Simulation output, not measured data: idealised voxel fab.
Process module, titled voxel capacitor over wiring
We display cut, a cross-section 285 nm in width whose square cells are each 5 nm.
Bands, listed from the top down, are how a cross-section gets written in this document; the cross-section itself is a grid of square cells, and a band is one or more rows of them.
It is stipulated that each band's entry specify, in nanometres, the height of the top of the band and then that of its bottom, followed by the materials of the band in left-to-right sequence, each together with its width in nanometres. A single material marked by the word "all across" is understood to fill the band from edge to edge; the word "empty" is understood to denote empty space.
Height datum 0, below which the as-received substrate wafer is one material. Lowest band open at the bottom, running downward: "0 down".
Per-row width for "30->40": begins at first number (top row of band), ends at second number (bottom row), increment between rows held constant.
You'll sometimes find "stayed the same" written for a step, and that's the way of saying that nowhere in the cross-section did a cell change during that step.
"Entrapped voids": sealed empty spaces, 8 cells or more, no open way to top, listed width x height at distance, with distance from the left edge and width, height and distance in nm.
Heads up: the bit after the settings on a step's line is the simulator's remark on that step.
overlay nm: mask offset rightward from planned place, masked step; negative means leftward offset.

BELOW IS THE LIST OF PLANNED PROCESS STEPS
1,RECEIVE, material Si
2,CONFORMAL_DEP, material SiO2, thk nm 15
3,DIRECTIONAL_DEP, material TiN, thk nm 5
4,DIRECTIONAL_DEP, material Ru, thk nm 20
5,PATTERN, tone cover, mask id METAL_1, material resist, width nm 30, pitch nm 100, thk nm 20, overlay nm 0
6,DIRECTIONAL_ETCH, etch materials Ru, depth nm 20
7,DIRECTIONAL_ETCH, etch materials TiN, depth nm 5
8,STRIP, etch materials resist
9,FILL_DEP, material SiO2, thk nm 10
10,CMP, height nm 40
11,CONFORMAL_DEP, material SiCN, thk nm 5
12,DIRECTIONAL_DEP, material lowk, thk nm 15
13,DIRECTIONAL_DEP, material aC, thk nm 15
14,PATTERN, tone open, mask id PLUG_1, material resist, width nm 15, thk nm 30, overlay nm 0
15,DIRECTIONAL_ETCH, etch materials aC, depth nm 15
16,STRIP, etch materials resist
17,DIRECTIONAL_ETCH, etch materials lowk, depth nm 15
18,DIRECTIONAL_ETCH, etch materials SiCN, depth nm 5
19,STRIP, etch materials aC
20,EPI, material Ru, thk nm 10
21,EPI, material Ru, thk nm 10
22,DIRECTIONAL_DEP, material TiN, thk nm 10
23,DIRECTIONAL_DEP, material Al2O3, thk nm 5
24,DIRECTIONAL_DEP, material TiN, thk nm 5
25,PATTERN, tone cover, mask id UPPER_PLATE, material resist, width nm 75, thk nm 15, overlay nm 0
26,DIRECTIONAL_ETCH, etch materials TiN, depth nm 5
27,DIRECTIONAL_ETCH, etch materials Al2O3, depth nm 5
28,STRIP, etch materials resist
29,MASKED_ETCH, tone cover, mask id LOWER_PLATE, width nm 85, etch materials TiN, depth nm 10, overlay nm 0
30,FILL_DEP, material SiO2, thk nm 20
31,CMP, height nm 95
32,MASKED_ETCH, tone open, mask id PLUG_2, width nm 15, etch materials SiO2, depth nm 15, overlay nm 0
33,CONFORMAL_DEP, material TiN, thk nm 5
34,FILL_DEP, material Ru, thk nm 10
35,CMP, height nm 95
36,CONFORMAL_DEP, material SiN, thk nm 5

RECEIVED-STATE CROSS-SECTION, REFLECTING COMPLETION OF STEP 1
    0 down | Si all across
    Entrapped voids: none

CROSS-SECTION, FIRST OF TWO WAFERS, END OF MODULE, RUN AS PLANNED
    100 to 95 | SiN all across
    95 to 85 | 100 SiO2; 5 TiN; 5 Ru; 5 TiN; 170 SiO2
    85 to 75 | 100->90 SiO2; 15->75 TiN; 170->120 SiO2
    75 to 70 | 90 SiO2; 75 Al2O3; 120 SiO2
    70 to 60 | 85 SiO2; 85 TiN; 115 SiO2
    60 to 45 | 90 lowk; 15 Ru; 180 lowk
    45 to 40 | 90 SiCN; 15 Ru; 180 SiCN
    40 to 20 | 75 SiO2; 30 Ru; 70 SiO2; 30 Ru; 80 SiO2
    20 to 15 | 75 SiO2; 30 TiN; 70 SiO2; 30 TiN; 80 SiO2
    15 to 0 | SiO2 all across
    0 down | Si all across
    Entrapped voids: none

SECOND WAFER OF THE TWO, SECTIONED AT THE END OF THE MODULE. IT BEGAN LIKE THE FIRST AND FOLLOWED THE SAME PLAN, BUT ONE MISTAKE WAS MADE WHILE RUNNING IT
    100 to 95 | SiN all across
    95 to 85 | 100->90 SiO2; 15->25 TiN; 170 SiO2
    85 to 80 | 90 SiO2; 25 Al2O3; 170 SiO2
    80 to 75 | 85 SiO2; 80 TiN; 120 SiO2
    75 to 70 | 85 SiO2; 30 TiN; 50 Al2O3; 120 SiO2
    70 to 60 | 80 SiO2; 35 Ru; 55 TiN; 115 SiO2
    60 to 45 | 90 lowk; 15 Ru; 180 lowk
    45 to 40 | 90 SiCN; 15 Ru; 180 SiCN
    40 to 20 | 75 SiO2; 30 Ru; 70 SiO2; 30 Ru; 80 SiO2
    20 to 15 | 75 SiO2; 30 TiN; 70 SiO2; 30 TiN; 80 SiO2
    15 to 0 | SiO2 all across
    0 down | Si all across
    Entrapped voids: none
Heads up, the wafer didn't run the way we planned it: one of the matching steps 20 and 21 was carried out twice, and there is no way to identify which
Cell-count delta at end, second wafer over first, by material: 12 more of Ru, 8 fewer of SiO2, 4 fewer of TiN
